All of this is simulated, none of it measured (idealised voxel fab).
This is a process module. Its name is voxel wiring stack.
Displayed cross-section: cut, width of 300 nm, square cells sized 5 nm.
Cross-section = grid of square cells, listed top down in bands; band = one or more rows.
Top, bottom (nm), then materials left to right with widths (nm); lone material tagged "throughout" fills the whole band edge to edge; "air" = empty space.
Where do heights start? At 0: under that level the wafer as delivered is made of one material only. And the lowest band has no floor; it just carries on downward, as in "0 down".
The two numbers in a width such as "30 to 40" mark its ends across the band: the first belongs to the top row of cells, the second to the bottom row, and from each row to the next the width moves by the same amount.
Basically "changes: none" means that step didn't change any cell in the cross-section.
"Non-vented voids" lists enclosed empty spaces (at least 8 cells, no open path upward to the top), each as width x height at distance from the left edge, in nm.
That trailing text on a step's line, after the settings, is the simulator's own remark on the step.
For masked steps, "overlay nm" on the step line gives how far right of plan the mask actually lay; a minus sign means it lay to the left.
The steps planned for the process are as follows
1. RECEIVE,material Si
2. CONFORMAL_DEP,material SiO2,thk nm 10
3. DIRECTIONAL_DEP,material TiN,thk nm 5
4. DIRECTIONAL_DEP,material W,thk nm 25
5. MASKED_ETCH,tone cover,mask id METAL_1,width nm 25,pitch nm 45,etch materials W,depth nm 25,overlay nm 0
6. MASKED_ETCH,tone cover,mask id METAL_1,width nm 25,pitch nm 45,etch materials TiN,depth nm 5,overlay nm 0
7. FILL_DEP,material lowk,thk nm 10
8. CMP,height nm 40
9. CONFORMAL_DEP,material SiCN,thk nm 5
10. DIRECTIONAL_DEP,material lowk,thk nm 20
11. MASKED_ETCH,tone open,mask id PLUG_1,width nm 15,pitch nm 45,etch materials lowk,depth nm 20,overlay nm 0
12. MASKED_ETCH,tone open,mask id PLUG_1,width nm 15,pitch nm 45,etch materials SiCN,depth nm 5,overlay nm 0
13. CONFORMAL_DEP,material TiN,thk nm 5
14. FILL_DEP,material W,thk nm 5
15. CMP,height nm 65
16. CONFORMAL_DEP,material SiN,thk nm 5
17. DIRECTIONAL_DEP,material SiO2,thk nm 20
18. DIRECTIONAL_DEP,material aC,thk nm 10
19. PATTERN,tone open,mask id METAL_2,material resist,width nm 25,pitch nm 45,thk nm 25,overlay nm 0
20. DIRECTIONAL_ETCH,etch materials aC,depth nm 10
21. STRIP,etch materials resist
22. DIRECTIONAL_ETCH,etch materials SiO2,depth nm 20
23. DIRECTIONAL_ETCH,etch materials SiN,depth nm 5
24. STRIP,etch materials aC
25. CONFORMAL_DEP,material TiN,thk nm 5
26. FILL_DEP,material Cu,thk nm 5
27. CMP,height nm 90
28. CONFORMAL_DEP,material SiN,thk nm 5
The first of the two wafers, which ran as planned
Wafer as received: cross-section following step 1
* 0 down  Si throughout
* Non-vented voids: none
The wafer in cross-section once step 2 is complete
* 10 to 0  SiO2 throughout
* Everything below 0 is unchanged.
The wafer in cross-section once step 3 is complete
* 15 to 10  TiN throughout
* Everything below 10 is unchanged.
The wafer in cross-section once step 4 is complete
* 40 to 15  W throughout
* Everything below 15 is unchanged.
The wafer in cross-section once step 5 is complete
* 40 to 15  air=115 / W=25 / air=20 / W=25 / air=115
* Everything below 15 is unchanged.
The wafer in cross-section once step 6 is complete
* 40 to 15  air=115 / W=25 / air=20 / W=25 / air=115
* 15 to 10  air=115 / TiN=25 / air=20 / TiN=25 / air=115
* Everything below 10 is unchanged.
The wafer in cross-section once step 7 is complete
* 50 to 40  lowk throughout
* 40 to 15  lowk=115 / W=25 / lowk=20 / W=25 / lowk=115
* 15 to 10  lowk=115 / TiN=25 / lowk=20 / TiN=25 / lowk=115
* Everything below 10 is unchanged.
The wafer in cross-section once step 8 is complete
* 40 to 15  lowk=115 / W=25 / lowk=20 / W=25 / lowk=115
* Everything below 15 is unchanged.
The wafer in cross-section once step 9 is complete
* 45 to 40  SiCN throughout
* Everything below 40 is unchanged.
The wafer in cross-section once step 10 is complete
* 65 to 45  lowk throughout
* Everything below 45 is unchanged.
The wafer in cross-section once step 11 is complete
* 65 to 45  lowk=115 / air=15 / lowk=30 / air=15 / lowk=125
* Everything below 45 is unchanged.
The wafer in cross-section once step 12 is complete
* 65 to 45  lowk=115 / air=15 / lowk=30 / air=15 / lowk=125
* 45 to 40  SiCN=115 / air=15 / SiCN=30 / air=15 / SiCN=125
* Everything below 40 is unchanged.
The wafer in cross-section once step 13 is complete
* 70 to 65  TiN=120 / air=5 / TiN=40 / air=5 / TiN=130
* 65 to 45  lowk=115 / TiN=5 / air=5 / TiN=5 / lowk=30 / TiN=5 / air=5 / TiN=5 / lowk=125
* 45 to 40  SiCN=115 / TiN=15 / SiCN=30 / TiN=15 / SiCN=125
* Everything below 40 is unchanged.
The wafer in cross-section once step 14 is complete
* 75 to 70  W throughout
* 70 to 65  TiN=120 / W=5 / TiN=40 / W=5 / TiN=130
* 65 to 45  lowk=115 / TiN=5 / W=5 / TiN=5 / lowk=30 / TiN=5 / W=5 / TiN=5 / lowk=125
* Everything below 45 is unchanged.
The wafer in cross-section once step 15 is complete
* 65 to 45  lowk=115 / TiN=5 / W=5 / TiN=5 / lowk=30 / TiN=5 / W=5 / TiN=5 / lowk=125
* Everything below 45 is unchanged.
The wafer in cross-section once step 16 is complete
* 70 to 65  SiN throughout
* Everything below 65 is unchanged.
The wafer in cross-section once step 17 is complete
* 90 to 70  SiO2 throughout
* Everything below 70 is unchanged.
The wafer in cross-section once step 18 is complete
* 100 to 90  aC throughout
* Everything below 90 is unchanged.
The wafer in cross-section once step 19 is complete
* 125 to 100  resist=115 / air=25 / resist=20 / air=25 / resist=115
* Everything below 100 is unchanged.
The wafer in cross-section once step 20 is complete
* 115 to 100  resist=115 / air=25 / resist=20 / air=25 / resist=115
* 100 to 90  aC=115 / air=25 / aC=20 / air=25 / aC=115
* Everything below 90 is unchanged.
The wafer in cross-section once step 21 is complete
* 100 to 90  aC=115 / air=25 / aC=20 / air=25 / aC=115
* Everything below 90 is unchanged.
The wafer in cross-section once step 22 is complete
* 100 to 90  aC=115 / air=25 / aC=20 / air=25 / aC=115
* 90 to 70  SiO2=115 / air=25 / SiO2=20 / air=25 / SiO2=115
* Everything below 70 is unchanged.
The wafer in cross-section once step 23 is complete
* 100 to 90  aC=115 / air=25 / aC=20 / air=25 / aC=115
* 90 to 70  SiO2=115 / air=25 / SiO2=20 / air=25 / SiO2=115
* 70 to 65  SiN=115 / air=25 / SiN=20 / air=25 / SiN=115
* Everything below 65 is unchanged.
The wafer in cross-section once step 24 is complete
* 90 to 70  SiO2=115 / air=25 / SiO2=20 / air=25 / SiO2=115
* Everything below 70 is unchanged.
The wafer in cross-section once step 25 is complete
* 95 to 90  TiN=120 / air=15 / TiN=30 / air=15 / TiN=120
* 90 to 70  SiO2=115 / TiN=5 / air=15 / TiN=5 / SiO2=20 / TiN=5 / air=15 / TiN=5 / SiO2=115
* 70 to 65  SiN=115 / TiN=25 / SiN=20 / TiN=25 / SiN=115
* Everything below 65 is unchanged.
The wafer in cross-section once step 26 is complete
* 100 to 95  Cu throughout
* 95 to 90  TiN=120 / Cu=15 / TiN=30 / Cu=15 / TiN=120
* 90 to 70  SiO2=115 / TiN=5 / Cu=15 / TiN=5 / SiO2=20 / TiN=5 / Cu=15 / TiN=5 / SiO2=115
* Everything below 70 is unchanged.
The wafer in cross-section once step 27 is complete
* 90 to 70  SiO2=115 / TiN=5 / Cu=15 / TiN=5 / SiO2=20 / TiN=5 / Cu=15 / TiN=5 / SiO2=115
* Everything below 70 is unchanged.
The wafer in cross-section once step 28 is complete
* 95 to 90  SiN throughout
* Everything below 90 is unchanged.
Companion wafer, the second of two: same beginning, same intended sequence, one mistake in carrying it out; through step 18 inclusive it tracks the first exactly
Cross-section of the second wafer corresponding to the planned conclusion of step 19
* 125 to 100  air=115 / resist=25 / air=20 / resist=25 / air=115
* Everything below 100 is unchanged.
Cross-section of the second wafer corresponding to the planned conclusion of step 20
* 115 to 100  air=115 / resist=25 / air=20 / resist=25 / air=115
* 100 to 90  air=115 / aC=25 / air=20 / aC=25 / air=115
* Everything below 90 is unchanged.
Cross-section of the second wafer corresponding to the planned conclusion of step 21
* 100 to 90  air=115 / aC=25 / air=20 / aC=25 / air=115
* Everything below 90 is unchanged.
Cross-section of the second wafer corresponding to the planned conclusion of step 22
* 100 to 90  air=115 / aC=25 / air=20 / aC=25 / air=115
* 90 to 70  air=115 / SiO2=25 / air=20 / SiO2=25 / air=115
* Everything below 70 is unchanged.
Cross-section of the second wafer corresponding to the planned conclusion of step 23
* 100 to 90  air=115 / aC=25 / air=20 / aC=25 / air=115
* 90 to 70  air=115 / SiO2=25 / air=20 / SiO2=25 / air=115
* 70 to 65  air=115 / SiN=25 / air=20 / SiN=25 / air=115
* Everything below 65 is unchanged.
Cross-section of the second wafer corresponding to the planned conclusion of step 24
* 90 to 70  air=115 / SiO2=25 / air=20 / SiO2=25 / air=115
* Everything below 70 is unchanged.
Cross-section of the second wafer corresponding to the planned conclusion of step 25
* 95 to 90  air=110 / TiN=35 / air=10 / TiN=35 / air=110
* 90 to 70  air=110 / TiN=5 / SiO2=25 / TiN=5 / air=10 / TiN=5 / SiO2=25 / TiN=5 / air=110
* 70 to 65  TiN=115 / SiN=25 / TiN=20 / SiN=25 / TiN=115
* Everything below 65 is unchanged.
Cross-section of the second wafer corresponding to the planned conclusion of step 26
* 100 to 95  Cu throughout
* 95 to 90  Cu=110 / TiN=35 / Cu=10 / TiN=35 / Cu=110
* 90 to 70  Cu=110 / TiN=5 / SiO2=25 / TiN=5 / Cu=10 / TiN=5 / SiO2=25 / TiN=5 / Cu=110
* Everything below 70 is unchanged.
Cross-section of the second wafer corresponding to the planned conclusion of step 27
* 90 to 70  Cu=110 / TiN=5 / SiO2=25 / TiN=5 / Cu=10 / TiN=5 / SiO2=25 / TiN=5 / Cu=110
* Everything below 70 is unchanged.
Cross-section of the second wafer corresponding to the planned conclusion of step 28
* 95 to 90  SiN throughout
* Everything below 90 is unchanged.
Nonconformance to the process plan: step 19 ran as: PATTERN,tone cover,mask id METAL_2,material resist,width nm 25,pitch nm 45,thk nm 25,overlay nm 0
Wrapping up, a cell-based count of both wafers puts the second over or under the first for these materials: Cu: 160 more | SiN: 40 fewer | SiO2: 160 fewer | TiN: 40 more
